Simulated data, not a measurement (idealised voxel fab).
process module | voxel tone inversion
cross-section cut | 200 nm wide | cells 5 nm
A cross-section is a grid of square cells, given in bands from the top down. A band is one or more rows of cells.
Each band's line starts with the height of the band's top and of its bottom, in nm. Then come its materials from left to right, each with its width in nm. One material with "throughout" fills the band from edge to edge. "air" is empty space.
Height 0 is the level under which the wafer as received is all one material. The lowest band goes on downwards, as in "0 down".
A width such as "30 to 40" changes by the same amount from each row of cells to the next, from the band's top row to its bottom row.
"no change" after a step means that no cell of the cross-section changed.
closed voids: empty space of 8 cells or more with no open way to the top, each as width x height at its distance from the left edge, in nm
after a step's settings: what the simulator itself notes on the step
overlay nm, on a step with a mask: how far to the right of its planned place the mask lay; to the left if negative
plan
1 op RECEIVE | material Si
2 op CONFORMAL_DEP | material SiN | thk nm 10
3 op DIRECTIONAL_DEP | material polySi | thk nm 15
4 op PATTERN | tone cover | mask id POSTS | material resist | width nm 15 | pitch nm 35 | thk nm 25 | overlay nm 0
5 op DIRECTIONAL_ETCH | etch materials polySi | depth nm 15
6 op STRIP | etch materials resist
7 op FILL_DEP | material SiO2 | thk nm 10
8 op CMP | height nm 25
9 op STRIP | etch materials polySi
10 op CONFORMAL_DEP | material TiN | thk nm 5
11 op FILL_DEP | material Ru | thk nm 10
12 op CMP | height nm 25
13 op CONFORMAL_DEP | material SiN | thk nm 5
as received, after step 1
  0 down: Si throughout
  closed voids: none
first wafer at the end, as planned
  30 to 25: SiN throughout
  25 to 15: SiO2 55 | TiN 5 | Ru 5 | TiN 5 | SiO2 20 | TiN 5 | Ru 5 | TiN 5 | SiO2 20 | TiN 5 | Ru 5 | TiN 5 | SiO2 60
  15 to 10: SiO2 55 | TiN 15 | SiO2 20 | TiN 15 | SiO2 20 | TiN 15 | SiO2 60
  10 to 0: SiN throughout
  0 down: Si throughout
  closed voids: none
second wafer at the end: like start, like plan, one mistake
  30 to 25: SiN throughout
  25 to 15: Ru 50 | TiN 5 | SiO2 15 | TiN 5 | Ru 10 | TiN 5 | SiO2 15 | TiN 5 | Ru 10 | TiN 5 | SiO2 15 | TiN 5 | Ru 55
  15 to 10: TiN 55 | SiO2 15 | TiN 20 | SiO2 15 | TiN 20 | SiO2 15 | TiN 60
  10 to 0: SiN throughout
  0 down: Si throughout
  closed voids: none
what went wrong: step 4 ran as: op PATTERN | tone open | mask id POSTS | material resist | width nm 15 | pitch nm 35 | thk nm 25 | overlay nm 0
at the end the second wafer has, in cells: 44 more of Ru | 66 fewer of SiO2 | 22 more of TiN
